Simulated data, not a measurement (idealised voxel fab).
process module | voxel gate over fins
cross-section cut | 265 nm wide | cells 5 nm
A cross-section is a grid of square cells, given in bands from the top down. A band is one or more rows of cells.
Each band's line starts with the height of the band's top and of its bottom, in nm. Then come its materials from left to right, each with its width in nm. One material with "throughout" fills the band from edge to edge. "air" is empty space.
Height 0 is the level under which the wafer as received is all one material. The lowest band goes on downwards, as in "0 down".
A width such as "30 to 40" changes by the same amount from each row of cells to the next, from the band's top row to its bottom row.
"no change" after a step means that no cell of the cross-section changed.
closed voids: empty space of 8 cells or more with no open way to the top, each as width x height at its distance from the left edge, in nm
after a step's settings: what the simulator itself notes on the step
overlay nm, on a step with a mask: how far to the right of its planned place the mask lay; to the left if negative
Each pair below shows a cross-section before one step and the cross-section after it, down to the lowest band that changed. The line under each pair gives the step between them, with its settings. The pairs can come from different runs of this module on the same starting wafer, so a pair continues from the pair above only where its "before" says so.
before
  0 down: Si throughout
  closed voids: none
after
  10 to 0: SiN throughout
  below 0: unchanged
  closed voids: none
the step between: op CONFORMAL_DEP | material SiN | thk nm 10
before: the cross-section after the pair above
after
  20 to 10: aC throughout
  below 10: unchanged
  closed voids: none
the step between: op DIRECTIONAL_DEP | material aC | thk nm 10
before: the cross-section after the pair above
after
  45 to 20: air 75 | resist 15 | air 35 | resist 15 | air 35 | resist 15 | air 75
  below 20: unchanged
  closed voids: none
the step between: op PATTERN | tone cover | mask id FINS | material resist | width nm 15 | pitch nm 50 | thk nm 25 | overlay nm 0
before: the cross-section after the pair above
after
  35 to 20: air 75 | resist 15 | air 35 | resist 15 | air 35 | resist 15 | air 75
  20 to 10: air 75 | aC 15 | air 35 | aC 15 | air 35 | aC 15 | air 75
  below 10: unchanged
  closed voids: none
the step between: op DIRECTIONAL_ETCH | etch materials aC | depth nm 10
before: the cross-section after the pair above
after
  20 to 10: air 75 | aC 15 | air 35 | aC 15 | air 35 | aC 15 | air 75
  below 10: unchanged
  closed voids: none
the step between: op STRIP | etch materials resist
before: the cross-section after the pair above
after
  20 to 10: air 75 | aC 15 | air 35 | aC 15 | air 35 | aC 15 | air 75
  10 to 0: air 75 | SiN 15 | air 35 | SiN 15 | air 35 | SiN 15 | air 75
  below 0: unchanged
  closed voids: none
the step between: op DIRECTIONAL_ETCH | etch materials SiN | depth nm 10
before: the cross-section after the pair above
after
  20 to 10: air 75 | aC 15 | air 35 | aC 15 | air 35 | aC 15 | air 75
  10 to 0: air 75 | SiN 15 | air 35 | SiN 15 | air 35 | SiN 15 | air 75
  0 to -30: air 75 | Si 15 | air 35 | Si 15 | air 35 | Si 15 | air 75
  below -30: unchanged
  closed voids: none
the step between: op DIRECTIONAL_ETCH | etch materials Si | depth nm 30
before: the cross-section after the pair above
after
  10 to 0: air 75 | SiN 15 | air 35 | SiN 15 | air 35 | SiN 15 | air 75
  below 0: unchanged
  closed voids: none
the step between: op STRIP | etch materials aC
before: the cross-section after the pair above
after
  25 to 10: SiO2 throughout
  10 to 0: SiO2 75 | SiN 15 | SiO2 35 | SiN 15 | SiO2 35 | SiN 15 | SiO2 75
  0 to -30: SiO2 75 | Si 15 | SiO2 35 | Si 15 | SiO2 35 | Si 15 | SiO2 75
  below -30: unchanged
  closed voids: none
the step between: op FILL_DEP | material SiO2 | thk nm 15
before: the cross-section after the pair above
after
  10 to 0: SiO2 75 | SiN 15 | SiO2 35 | SiN 15 | SiO2 35 | SiN 15 | SiO2 75
  below 0: unchanged
  closed voids: none
the step between: op CMP | height nm 10
before: the cross-section after the pair above
after
  30 to 10: resist 100 | air 15 | resist 150
  below 10: unchanged
  closed voids: none
the step between: op PATTERN | tone open | mask id RAIL | material resist | width nm 15 | thk nm 20 | overlay nm 0
before: the cross-section after the pair above
after
  30 to 10: resist 100 | air 15 | resist 150
  10 to 0: SiO2 75 | SiN 15 | SiO2 10 | air 15 | SiO2 10 | SiN 15 | SiO2 35 | SiN 15 | SiO2 75
  0 to -25: SiO2 75 | Si 15 | SiO2 10 | air 15 | SiO2 10 | Si 15 | SiO2 35 | Si 15 | SiO2 75
  below -25: unchanged
  closed voids: none
the step between: op DIRECTIONAL_ETCH | etch materials SiO2 | depth nm 35
before: the cross-section after the pair above
after
  10 to 0: SiO2 75 | SiN 15 | SiO2 10 | air 15 | SiO2 10 | SiN 15 | SiO2 35 | SiN 15 | SiO2 75
  below 0: unchanged
  closed voids: none
the step between: op STRIP | etch materials resist
before: the cross-section after the pair above
after
  15 to 10: TiN 105 | air 5 | TiN 155
  10 to 0: SiO2 75 | SiN 15 | SiO2 10 | TiN 5 | air 5 | TiN 5 | SiO2 10 | SiN 15 | SiO2 35 | SiN 15 | SiO2 75
  0 to -20: SiO2 75 | Si 15 | SiO2 10 | TiN 5 | air 5 | TiN 5 | SiO2 10 | Si 15 | SiO2 35 | Si 15 | SiO2 75
  -20 to -25: SiO2 75 | Si 15 | SiO2 10 | TiN 15 | SiO2 10 | Si 15 | SiO2 35 | Si 15 | SiO2 75
  below -25: unchanged
  closed voids: none
the step between: op CONFORMAL_DEP | material TiN | thk nm 5
before: the cross-section after the pair above
after
  20 to 15: Ru throughout
  15 to 10: TiN 105 | Ru 5 | TiN 155
  10 to 0: SiO2 75 | SiN 15 | SiO2 10 | TiN 5 | Ru 5 | TiN 5 | SiO2 10 | SiN 15 | SiO2 35 | SiN 15 | SiO2 75
  0 to -20: SiO2 75 | Si 15 | SiO2 10 | TiN 5 | Ru 5 | TiN 5 | SiO2 10 | Si 15 | SiO2 35 | Si 15 | SiO2 75
  below -20: unchanged
  closed voids: none
the step between: op FILL_DEP | material Ru | thk nm 5
before: the cross-section after the pair above
after
  10 to 0: SiO2 75 | SiN 15 | SiO2 10 | TiN 5 | Ru 5 | TiN 5 | SiO2 10 | SiN 15 | SiO2 35 | SiN 15 | SiO2 75
  below 0: unchanged
  closed voids: none
the step between: op CMP | height nm 10
before: the cross-section after the pair above
after
  10 to 0: SiO2 75 | SiN 15 | SiO2 10 | air 15 | SiO2 10 | SiN 15 | SiO2 35 | SiN 15 | SiO2 75
  0 to -15: SiO2 75 | Si 15 | SiO2 10 | air 15 | SiO2 10 | Si 15 | SiO2 35 | Si 15 | SiO2 75
  below -15: unchanged
  closed voids: none
the step between: op SELECTIVE_ETCH | etch materials W Ru TiN | depth nm 25
before: the cross-section after the pair above
after
  15 to 10: SiO2 throughout
  10 to 0: SiO2 75 | SiN 15 | SiO2 35 | SiN 15 | SiO2 35 | SiN 15 | SiO2 75
  0 to -15: SiO2 75 | Si 15 | SiO2 35 | Si 15 | SiO2 35 | Si 15 | SiO2 75
  below -15: unchanged
  closed voids: none
the step between: op FILL_DEP | material SiO2 | thk nm 5
before: the cross-section after the pair above
after
  10 to 0: SiO2 75 | SiN 15 | SiO2 35 | SiN 15 | SiO2 35 | SiN 15 | SiO2 75
  below 0: unchanged
  closed voids: none
the step between: op CMP | height nm 10
before: the cross-section after the pair above
after
  10 to 0: air 75 | SiN 15 | air 35 | SiN 15 | air 35 | SiN 15 | air 75
  0 to -10: air 75 | Si 15 | air 35 | Si 15 | air 35 | Si 15 | air 75
  below -10: unchanged
  closed voids: none
the step between: op SELECTIVE_ETCH | etch materials SiO2 | depth nm 20
before: the cross-section after the pair above
after
  0 to -10: air 75 | Si 15 | air 35 | Si 15 | air 35 | Si 15 | air 75
  below -10: unchanged
  closed voids: none
the step between: op STRIP | etch materials SiN
before: the cross-section after the pair above
after
  5 to 0: air 70 | HfO2 25 | air 25 | HfO2 25 | air 25 | HfO2 25 | air 70
  0 to -5: air 70 | HfO2 5 | Si 15 | HfO2 5 | air 25 | HfO2 5 | Si 15 | HfO2 5 | air 25 | HfO2 5 | Si 15 | HfO2 5 | air 70
  -5 to -10: HfO2 75 | Si 15 | HfO2 35 | Si 15 | HfO2 35 | Si 15 | HfO2 75
  below -10: unchanged
  closed voids: none
the step between: op CONFORMAL_DEP | material HfO2 | thk nm 5
before: the cross-section after the pair above
after
  10 to 5: air 65 | TiN 35 | air 15 | TiN 35 | air 15 | TiN 35 | air 65
  5 to 0: air 65 | TiN 5 | HfO2 25 | TiN 5 | air 15 | TiN 5 | HfO2 25 | TiN 5 | air 15 | TiN 5 | HfO2 25 | TiN 5 | air 65
  0 to -5: TiN 70 | HfO2 5 | Si 15 | HfO2 5 | TiN 25 | HfO2 5 | Si 15 | HfO2 5 | TiN 25 | HfO2 5 | Si 15 | HfO2 5 | TiN 70
  below -5: unchanged
  closed voids: none
the step between: op CONFORMAL_DEP | material TiN | thk nm 5
before: the cross-section after the pair above
after
  15 to 10: air 60 | TiAl 45 | air 5 | TiAl 45 | air 5 | TiAl 45 | air 60
  10 to 5: air 60 | TiAl 5 | TiN 35 | TiAl 5 | air 5 | TiAl 5 | TiN 35 | TiAl 5 | air 5 | TiAl 5 | TiN 35 | TiAl 5 | air 60
  5 to 0: TiAl 65 | TiN 5 | HfO2 25 | TiN 5 | TiAl 15 | TiN 5 | HfO2 25 | TiN 5 | TiAl 15 | TiN 5 | HfO2 25 | TiN 5 | TiAl 65
  below 0: unchanged
  closed voids: none
the step between: op CONFORMAL_DEP | material TiAl | thk nm 5
before: the cross-section after the pair above
after
  20 to 15: air 55 | TiN 155 | air 55
  15 to 10: air 55 | TiN 5 | TiAl 45 | TiN 5 | TiAl 45 | TiN 5 | TiAl 45 | TiN 5 | air 55
  10 to 5: TiN 60 | TiAl 5 | TiN 35 | TiAl 5 | TiN 5 | TiAl 5 | TiN 35 | TiAl 5 | TiN 5 | TiAl 5 | TiN 35 | TiAl 5 | TiN 60
  below 5: unchanged
  closed voids: none
the step between: op CONFORMAL_DEP | material TiN | thk nm 5
before: the cross-section after the pair above
after
  30 to 20: W throughout
  20 to 15: W 55 | TiN 155 | W 55
  15 to 10: W 55 | TiN 5 | TiAl 45 | TiN 5 | TiAl 45 | TiN 5 | TiAl 45 | TiN 5 | W 55
  below 10: unchanged
  closed voids: none
the step between: op FILL_DEP | material W | thk nm 10
before: the cross-section after the pair above
after
  25 to 20: W throughout
  below 20: unchanged
  closed voids: none
the step between: op CMP | height nm 25
before: the cross-section after the pair above
after
  30 to 25: SiN throughout
  below 25: unchanged
  closed voids: none
the step between: op CONFORMAL_DEP | material SiN | thk nm 5
before
  5 to 0: air 70 | HfO2 25 | air 25 | HfO2 25 | air 25 | HfO2 25 | air 70
  0 to -5: air 70 | HfO2 5 | Si 15 | HfO2 5 | air 25 | HfO2 5 | Si 15 | HfO2 5 | air 25 | HfO2 5 | Si 15 | HfO2 5 | air 70
  -5 to -10: HfO2 75 | Si 15 | HfO2 35 | Si 15 | HfO2 35 | Si 15 | HfO2 75
  -10 to -15: SiO2 75 | Si 15 | SiO2 35 | Si 15 | SiO2 35 | Si 15 | SiO2 75
  -15 to -20: SiO2 75 | Si 15 | SiO2 10 | TiN 5 | Ru 5 | TiN 5 | SiO2 10 | Si 15 | SiO2 35 | Si 15 | SiO2 75
  -20 to -25: SiO2 75 | Si 15 | SiO2 10 | TiN 15 | SiO2 10 | Si 15 | SiO2 35 | Si 15 | SiO2 75
  -25 to -30: SiO2 75 | Si 15 | SiO2 35 | Si 15 | SiO2 35 | Si 15 | SiO2 75
  -30 down: Si throughout
  closed voids: none
after
  10 to 5: air 65 | TiAl 35 | air 15 | TiAl 35 | air 15 | TiAl 35 | air 65
  5 to 0: air 65 | TiAl 5 | HfO2 25 | TiAl 5 | air 15 | TiAl 5 | HfO2 25 | TiAl 5 | air 15 | TiAl 5 | HfO2 25 | TiAl 5 | air 65
  0 to -5: TiAl 70 | HfO2 5 | Si 15 | HfO2 5 | TiAl 25 | HfO2 5 | Si 15 | HfO2 5 | TiAl 25 | HfO2 5 | Si 15 | HfO2 5 | TiAl 70
  below -5: unchanged
  closed voids: none
the step between: op CONFORMAL_DEP | material TiAl | thk nm 5
before: the cross-section after the pair above
after
  15 to 10: air 60 | TiN 45 | air 5 | TiN 45 | air 5 | TiN 45 | air 60
  10 to 5: air 60 | TiN 5 | TiAl 35 | TiN 5 | air 5 | TiN 5 | TiAl 35 | TiN 5 | air 5 | TiN 5 | TiAl 35 | TiN 5 | air 60
  5 to 0: TiN 65 | TiAl 5 | HfO2 25 | TiAl 5 | TiN 15 | TiAl 5 | HfO2 25 | TiAl 5 | TiN 15 | TiAl 5 | HfO2 25 | TiAl 5 | TiN 65
  below 0: unchanged
  closed voids: none
the step between: op CONFORMAL_DEP | material TiN | thk nm 5
before: the cross-section after the pair above
after
  25 to 15: W throughout
  15 to 10: W 60 | TiN 45 | W 5 | TiN 45 | W 5 | TiN 45 | W 60
  10 to 5: W 60 | TiN 5 | TiAl 35 | TiN 5 | W 5 | TiN 5 | TiAl 35 | TiN 5 | W 5 | TiN 5 | TiAl 35 | TiN 5 | W 60
  below 5: unchanged
  closed voids: none
the step between: op FILL_DEP | material W | thk nm 10
before: the cross-section after the pair above
after
  30 to 25: SiN throughout
  below 25: unchanged
  closed voids: none
the step between: op CONFORMAL_DEP | material SiN | thk nm 5
before
  20 to 10: air 75 | aC 15 | air 35 | aC 15 | air 35 | aC 15 | air 75
  10 to 0: air 75 | SiN 15 | air 35 | SiN 15 | air 35 | SiN 15 | air 75
  0 to -30: air 75 | Si 15 | air 35 | Si 15 | air 35 | Si 15 | air 75
  -30 down: Si throughout
  closed voids: none
after
  20 to 10: air 75 | aC 15 | air 35 | aC 15 | air 35 | aC 15 | air 75
  10 to 0: air 75 | SiN 15 | air 35 | SiN 15 | air 35 | SiN 15 | air 75
  0 to -60: air 75 | Si 15 | air 35 | Si 15 | air 35 | Si 15 | air 75
  below -60: unchanged
  closed voids: none
the step between: op DIRECTIONAL_ETCH | etch materials Si | depth nm 30
before: the cross-section after the pair above
after
  10 to 0: air 75 | SiN 15 | air 35 | SiN 15 | air 35 | SiN 15 | air 75
  below 0: unchanged
  closed voids: none
the step between: op STRIP | etch materials aC
before: the cross-section after the pair above
after
  25 to 10: SiO2 throughout
  10 to 0: SiO2 75 | SiN 15 | SiO2 35 | SiN 15 | SiO2 35 | SiN 15 | SiO2 75
  0 to -60: SiO2 75 | Si 15 | SiO2 35 | Si 15 | SiO2 35 | Si 15 | SiO2 75
  below -60: unchanged
  closed voids: none
the step between: op FILL_DEP | material SiO2 | thk nm 15
before: the cross-section after the pair above
after
  10 to 0: SiO2 75 | SiN 15 | SiO2 35 | SiN 15 | SiO2 35 | SiN 15 | SiO2 75
  below 0: unchanged
  closed voids: none
the step between: op CMP | height nm 10
before: the cross-section after the pair above
after
  30 to 10: resist 100 | air 15 | resist 150
  below 10: unchanged
  closed voids: none
the step between: op PATTERN | tone open | mask id RAIL | material resist | width nm 15 | thk nm 20 | overlay nm 0
before: the cross-section after the pair above
after
  30 to 10: resist 100 | air 15 | resist 150
  10 to 0: SiO2 75 | SiN 15 | SiO2 10 | air 15 | SiO2 10 | SiN 15 | SiO2 35 | SiN 15 | SiO2 75
  0 to -25: SiO2 75 | Si 15 | SiO2 10 | air 15 | SiO2 10 | Si 15 | SiO2 35 | Si 15 | SiO2 75
  below -25: unchanged
  closed voids: none
the step between: op DIRECTIONAL_ETCH | etch materials SiO2 | depth nm 35
before: the cross-section after the pair above
after
  10 to 0: SiO2 75 | SiN 15 | SiO2 10 | air 15 | SiO2 10 | SiN 15 | SiO2 35 | SiN 15 | SiO2 75
  below 0: unchanged
  closed voids: none
the step between: op STRIP | etch materials resist
before: the cross-section after the pair above
after
  15 to 10: TiN 105 | air 5 | TiN 155
  10 to 0: SiO2 75 | SiN 15 | SiO2 10 | TiN 5 | air 5 | TiN 5 | SiO2 10 | SiN 15 | SiO2 35 | SiN 15 | SiO2 75
  0 to -20: SiO2 75 | Si 15 | SiO2 10 | TiN 5 | air 5 | TiN 5 | SiO2 10 | Si 15 | SiO2 35 | Si 15 | SiO2 75
  -20 to -25: SiO2 75 | Si 15 | SiO2 10 | TiN 15 | SiO2 10 | Si 15 | SiO2 35 | Si 15 | SiO2 75
  below -25: unchanged
  closed voids: none
the step between: op CONFORMAL_DEP | material TiN | thk nm 5
before: the cross-section after the pair above
after
  20 to 15: Ru throughout
  15 to 10: TiN 105 | Ru 5 | TiN 155
  10 to 0: SiO2 75 | SiN 15 | SiO2 10 | TiN 5 | Ru 5 | TiN 5 | SiO2 10 | SiN 15 | SiO2 35 | SiN 15 | SiO2 75
  0 to -20: SiO2 75 | Si 15 | SiO2 10 | TiN 5 | Ru 5 | TiN 5 | SiO2 10 | Si 15 | SiO2 35 | Si 15 | SiO2 75
  below -20: unchanged
  closed voids: none
the step between: op FILL_DEP | material Ru | thk nm 5
before: the cross-section after the pair above
after
  10 to 0: SiO2 75 | SiN 15 | SiO2 10 | TiN 5 | Ru 5 | TiN 5 | SiO2 10 | SiN 15 | SiO2 35 | SiN 15 | SiO2 75
  below 0: unchanged
  closed voids: none
the step between: op CMP | height nm 10
before: the cross-section after the pair above
after
  10 to 0: SiO2 75 | SiN 15 | SiO2 10 | air 15 | SiO2 10 | SiN 15 | SiO2 35 | SiN 15 | SiO2 75
  0 to -15: SiO2 75 | Si 15 | SiO2 10 | air 15 | SiO2 10 | Si 15 | SiO2 35 | Si 15 | SiO2 75
  below -15: unchanged
  closed voids: none
the step between: op SELECTIVE_ETCH | etch materials W Ru TiN | depth nm 25
before: the cross-section after the pair above
after
  15 to 10: SiO2 throughout
  10 to 0: SiO2 75 | SiN 15 | SiO2 35 | SiN 15 | SiO2 35 | SiN 15 | SiO2 75
  0 to -15: SiO2 75 | Si 15 | SiO2 35 | Si 15 | SiO2 35 | Si 15 | SiO2 75
  below -15: unchanged
  closed voids: none
the step between: op FILL_DEP | material SiO2 | thk nm 5
before: the cross-section after the pair above
after
  10 to 0: SiO2 75 | SiN 15 | SiO2 35 | SiN 15 | SiO2 35 | SiN 15 | SiO2 75
  below 0: unchanged
  closed voids: none
the step between: op CMP | height nm 10
before: the cross-section after the pair above
after
  10 to 0: air 75 | SiN 15 | air 35 | SiN 15 | air 35 | SiN 15 | air 75
  0 to -10: air 75 | Si 15 | air 35 | Si 15 | air 35 | Si 15 | air 75
  below -10: unchanged
  closed voids: none
the step between: op SELECTIVE_ETCH | etch materials SiO2 | depth nm 20
before: the cross-section after the pair above
after
  0 to -10: air 75 | Si 15 | air 35 | Si 15 | air 35 | Si 15 | air 75
  below -10: unchanged
  closed voids: none
the step between: op STRIP | etch materials SiN
before: the cross-section after the pair above
after
  5 to 0: air 70 | HfO2 25 | air 25 | HfO2 25 | air 25 | HfO2 25 | air 70
  0 to -5: air 70 | HfO2 5 | Si 15 | HfO2 5 | air 25 | HfO2 5 | Si 15 | HfO2 5 | air 25 | HfO2 5 | Si 15 | HfO2 5 | air 70
  -5 to -10: HfO2 75 | Si 15 | HfO2 35 | Si 15 | HfO2 35 | Si 15 | HfO2 75
  below -10: unchanged
  closed voids: none
the step between: op CONFORMAL_DEP | material HfO2 | thk nm 5
before: the cross-section after the pair above
after
  10 to 5: air 65 | TiN 35 | air 15 | TiN 35 | air 15 | TiN 35 | air 65
  5 to 0: air 65 | TiN 5 | HfO2 25 | TiN 5 | air 15 | TiN 5 | HfO2 25 | TiN 5 | air 15 | TiN 5 | HfO2 25 | TiN 5 | air 65
  0 to -5: TiN 70 | HfO2 5 | Si 15 | HfO2 5 | TiN 25 | HfO2 5 | Si 15 | HfO2 5 | TiN 25 | HfO2 5 | Si 15 | HfO2 5 | TiN 70
  below -5: unchanged
  closed voids: none
the step between: op CONFORMAL_DEP | material TiN | thk nm 5
before: the cross-section after the pair above
after
  15 to 10: air 60 | TiAl 45 | air 5 | TiAl 45 | air 5 | TiAl 45 | air 60
  10 to 5: air 60 | TiAl 5 | TiN 35 | TiAl 5 | air 5 | TiAl 5 | TiN 35 | TiAl 5 | air 5 | TiAl 5 | TiN 35 | TiAl 5 | air 60
  5 to 0: TiAl 65 | TiN 5 | HfO2 25 | TiN 5 | TiAl 15 | TiN 5 | HfO2 25 | TiN 5 | TiAl 15 | TiN 5 | HfO2 25 | TiN 5 | TiAl 65
  below 0: unchanged
  closed voids: none
the step between: op CONFORMAL_DEP | material TiAl | thk nm 5
before: the cross-section after the pair above
after
  20 to 15: air 55 | TiN 155 | air 55
  15 to 10: air 55 | TiN 5 | TiAl 45 | TiN 5 | TiAl 45 | TiN 5 | TiAl 45 | TiN 5 | air 55
  10 to 5: TiN 60 | TiAl 5 | TiN 35 | TiAl 5 | TiN 5 | TiAl 5 | TiN 35 | TiAl 5 | TiN 5 | TiAl 5 | TiN 35 | TiAl 5 | TiN 60
  below 5: unchanged
  closed voids: none
the step between: op CONFORMAL_DEP | material TiN | thk nm 5
before: the cross-section after the pair above
after
  30 to 20: W throughout
  20 to 15: W 55 | TiN 155 | W 55
  15 to 10: W 55 | TiN 5 | TiAl 45 | TiN 5 | TiAl 45 | TiN 5 | TiAl 45 | TiN 5 | W 55
  below 10: unchanged
  closed voids: none
the step between: op FILL_DEP | material W | thk nm 10
before: the cross-section after the pair above
after
  25 to 20: W throughout
  below 20: unchanged
  closed voids: none
the step between: op CMP | height nm 25
before: the cross-section after the pair above
after
  30 to 25: SiN throughout
  below 25: unchanged
  closed voids: none
the step between: op CONFORMAL_DEP | material SiN | thk nm 5
before
  15 to 10: air 60 | TiN 45 | air 5 | TiN 45 | air 5 | TiN 45 | air 60
  10 to 5: air 60 | TiN 5 | TiAl 35 | TiN 5 | air 5 | TiN 5 | TiAl 35 | TiN 5 | air 5 | TiN 5 | TiAl 35 | TiN 5 | air 60
  5 to 0: TiN 65 | TiAl 5 | HfO2 25 | TiAl 5 | TiN 15 | TiAl 5 | HfO2 25 | TiAl 5 | TiN 15 | TiAl 5 | HfO2 25 | TiAl 5 | TiN 65
  0 to -5: TiAl 70 | HfO2 5 | Si 15 | HfO2 5 | TiAl 25 | HfO2 5 | Si 15 | HfO2 5 | TiAl 25 | HfO2 5 | Si 15 | HfO2 5 | TiAl 70
  -5 to -10: HfO2 75 | Si 15 | HfO2 35 | Si 15 | HfO2 35 | Si 15 | HfO2 75
  -10 to -15: SiO2 75 | Si 15 | SiO2 35 | Si 15 | SiO2 35 | Si 15 | SiO2 75
  -15 to -20: SiO2 75 | Si 15 | SiO2 10 | TiN 5 | Ru 5 | TiN 5 | SiO2 10 | Si 15 | SiO2 35 | Si 15 | SiO2 75
  -20 to -25: SiO2 75 | Si 15 | SiO2 10 | TiN 15 | SiO2 10 | Si 15 | SiO2 35 | Si 15 | SiO2 75
  -25 to -30: SiO2 75 | Si 15 | SiO2 35 | Si 15 | SiO2 35 | Si 15 | SiO2 75
  -30 down: Si throughout
  closed voids: none
after
  20 to 10: air 55 | TiN 155 | air 55
  10 to 5: TiN 65 | TiAl 35 | TiN 15 | TiAl 35 | TiN 15 | TiAl 35 | TiN 65
  below 5: unchanged
  closed voids: none
the step between: op CONFORMAL_DEP | material TiN | thk nm 5
before: the cross-section after the pair above
after
  30 to 20: W throughout
  20 to 10: W 55 | TiN 155 | W 55
  below 10: unchanged
  closed voids: none
the step between: op FILL_DEP | material W | thk nm 10
before: the cross-section after the pair above
after
  25 to 20: W throughout
  below 20: unchanged
  closed voids: none
the step between: op CMP | height nm 25
before: the cross-section after the pair above
after
  30 to 25: SiN throughout
  below 25: unchanged
  closed voids: none
the step between: op CONFORMAL_DEP | material SiN | thk nm 5
before
  20 to 10: air 75 | aC 15 | air 35 | aC 15 | air 35 | aC 15 | air 75
  10 to 0: air 75 | SiN 15 | air 35 | SiN 15 | air 35 | SiN 15 | air 75
  0 down: Si throughout
  closed voids: none
after
  20 to 10: air 75 | aC 15 | air 35 | aC 15 | air 35 | aC 15 | air 75
  10 to 0: air 75 | SiN 15 | air 35 | SiN 15 | air 35 | SiN 15 | air 75
  0 to -25: air 75 | Si 15 | air 35 | Si 15 | air 35 | Si 15 | air 75
  below -25: unchanged
  closed voids: none
the step between: op DIRECTIONAL_ETCH | etch materials Si | depth nm 25
before: the cross-section after the pair above
after
  10 to 0: air 75 | SiN 15 | air 35 | SiN 15 | air 35 | SiN 15 | air 75
  below 0: unchanged
  closed voids: none
the step between: op STRIP | etch materials aC
before: the cross-section after the pair above
after
  25 to 10: SiO2 throughout
  10 to 0: SiO2 75 | SiN 15 | SiO2 35 | SiN 15 | SiO2 35 | SiN 15 | SiO2 75
  0 to -25: SiO2 75 | Si 15 | SiO2 35 | Si 15 | SiO2 35 | Si 15 | SiO2 75
  below -25: unchanged
  closed voids: none
the step between: op FILL_DEP | material SiO2 | thk nm 15
before: the cross-section after the pair above
after
  10 to 0: SiO2 75 | SiN 15 | SiO2 35 | SiN 15 | SiO2 35 | SiN 15 | SiO2 75
  below 0: unchanged
  closed voids: none
the step between: op CMP | height nm 10
before: the cross-section after the pair above
after
  30 to 10: resist 100 | air 15 | resist 150
  below 10: unchanged
  closed voids: none
the step between: op PATTERN | tone open | mask id RAIL | material resist | width nm 15 | thk nm 20 | overlay nm 0
before: the cross-section after the pair above
after
  30 to 10: resist 100 | air 15 | resist 150
  10 to 0: SiO2 75 | SiN 15 | SiO2 10 | air 15 | SiO2 10 | SiN 15 | SiO2 35 | SiN 15 | SiO2 75
  0 to -25: SiO2 75 | Si 15 | SiO2 10 | air 15 | SiO2 10 | Si 15 | SiO2 35 | Si 15 | SiO2 75
  below -25: unchanged
  closed voids: none
the step between: op DIRECTIONAL_ETCH | etch materials SiO2 | depth nm 35
before: the cross-section after the pair above
after
  10 to 0: SiO2 75 | SiN 15 | SiO2 10 | air 15 | SiO2 10 | SiN 15 | SiO2 35 | SiN 15 | SiO2 75
  below 0: unchanged
  closed voids: none
the step between: op STRIP | etch materials resist
before: the cross-section after the pair above
after
  15 to 10: TiN 105 | air 5 | TiN 155
  10 to 0: SiO2 75 | SiN 15 | SiO2 10 | TiN 5 | air 5 | TiN 5 | SiO2 10 | SiN 15 | SiO2 35 | SiN 15 | SiO2 75
  0 to -20: SiO2 75 | Si 15 | SiO2 10 | TiN 5 | air 5 | TiN 5 | SiO2 10 | Si 15 | SiO2 35 | Si 15 | SiO2 75
  -20 to -25: SiO2 75 | Si 15 | SiO2 10 | TiN 15 | SiO2 10 | Si 15 | SiO2 35 | Si 15 | SiO2 75
  below -25: unchanged
  closed voids: none
the step between: op CONFORMAL_DEP | material TiN | thk nm 5
before: the cross-section after the pair above
after
  20 to 15: Ru throughout
  15 to 10: TiN 105 | Ru 5 | TiN 155
  10 to 0: SiO2 75 | SiN 15 | SiO2 10 | TiN 5 | Ru 5 | TiN 5 | SiO2 10 | SiN 15 | SiO2 35 | SiN 15 | SiO2 75
  0 to -20: SiO2 75 | Si 15 | SiO2 10 | TiN 5 | Ru 5 | TiN 5 | SiO2 10 | Si 15 | SiO2 35 | Si 15 | SiO2 75
  below -20: unchanged
  closed voids: none
the step between: op FILL_DEP | material Ru | thk nm 5
before: the cross-section after the pair above
after
  10 to 0: SiO2 75 | SiN 15 | SiO2 10 | TiN 5 | Ru 5 | TiN 5 | SiO2 10 | SiN 15 | SiO2 35 | SiN 15 | SiO2 75
  below 0: unchanged
  closed voids: none
the step between: op CMP | height nm 10
before: the cross-section after the pair above
after
  10 to 0: SiO2 75 | SiN 15 | SiO2 10 | air 15 | SiO2 10 | SiN 15 | SiO2 35 | SiN 15 | SiO2 75
  0 to -15: SiO2 75 | Si 15 | SiO2 10 | air 15 | SiO2 10 | Si 15 | SiO2 35 | Si 15 | SiO2 75
  below -15: unchanged
  closed voids: none
the step between: op SELECTIVE_ETCH | etch materials W Ru TiN | depth nm 25
before: the cross-section after the pair above
after
  15 to 10: SiO2 throughout
  10 to 0: SiO2 75 | SiN 15 | SiO2 35 | SiN 15 | SiO2 35 | SiN 15 | SiO2 75
  0 to -15: SiO2 75 | Si 15 | SiO2 35 | Si 15 | SiO2 35 | Si 15 | SiO2 75
  below -15: unchanged
  closed voids: none
the step between: op FILL_DEP | material SiO2 | thk nm 5
before: the cross-section after the pair above
after
  10 to 0: SiO2 75 | SiN 15 | SiO2 35 | SiN 15 | SiO2 35 | SiN 15 | SiO2 75
  below 0: unchanged
  closed voids: none
the step between: op CMP | height nm 10
before: the cross-section after the pair above
after
  10 to 0: air 75 | SiN 15 | air 35 | SiN 15 | air 35 | SiN 15 | air 75
  0 to -10: air 75 | Si 15 | air 35 | Si 15 | air 35 | Si 15 | air 75
  below -10: unchanged
  closed voids: none
the step between: op SELECTIVE_ETCH | etch materials SiO2 | depth nm 20
before: the cross-section after the pair above
after
  0 to -10: air 75 | Si 15 | air 35 | Si 15 | air 35 | Si 15 | air 75
  below -10: unchanged
  closed voids: none
the step between: op STRIP | etch materials SiN
before: the cross-section after the pair above
after
  5 to 0: air 70 | HfO2 25 | air 25 | HfO2 25 | air 25 | HfO2 25 | air 70
  0 to -5: air 70 | HfO2 5 | Si 15 | HfO2 5 | air 25 | HfO2 5 | Si 15 | HfO2 5 | air 25 | HfO2 5 | Si 15 | HfO2 5 | air 70
  -5 to -10: HfO2 75 | Si 15 | HfO2 35 | Si 15 | HfO2 35 | Si 15 | HfO2 75
  below -10: unchanged
  closed voids: none
the step between: op CONFORMAL_DEP | material HfO2 | thk nm 5
before: the cross-section after the pair above
after
  10 to 5: air 65 | TiN 35 | air 15 | TiN 35 | air 15 | TiN 35 | air 65
  5 to 0: air 65 | TiN 5 | HfO2 25 | TiN 5 | air 15 | TiN 5 | HfO2 25 | TiN 5 | air 15 | TiN 5 | HfO2 25 | TiN 5 | air 65
  0 to -5: TiN 70 | HfO2 5 | Si 15 | HfO2 5 | TiN 25 | HfO2 5 | Si 15 | HfO2 5 | TiN 25 | HfO2 5 | Si 15 | HfO2 5 | TiN 70
  below -5: unchanged
  closed voids: none
the step between: op CONFORMAL_DEP | material TiN | thk nm 5
before: the cross-section after the pair above
after
  15 to 10: air 60 | TiAl 45 | air 5 | TiAl 45 | air 5 | TiAl 45 | air 60
  10 to 5: air 60 | TiAl 5 | TiN 35 | TiAl 5 | air 5 | TiAl 5 | TiN 35 | TiAl 5 | air 5 | TiAl 5 | TiN 35 | TiAl 5 | air 60
  5 to 0: TiAl 65 | TiN 5 | HfO2 25 | TiN 5 | TiAl 15 | TiN 5 | HfO2 25 | TiN 5 | TiAl 15 | TiN 5 | HfO2 25 | TiN 5 | TiAl 65
  below 0: unchanged
  closed voids: none
the step between: op CONFORMAL_DEP | material TiAl | thk nm 5
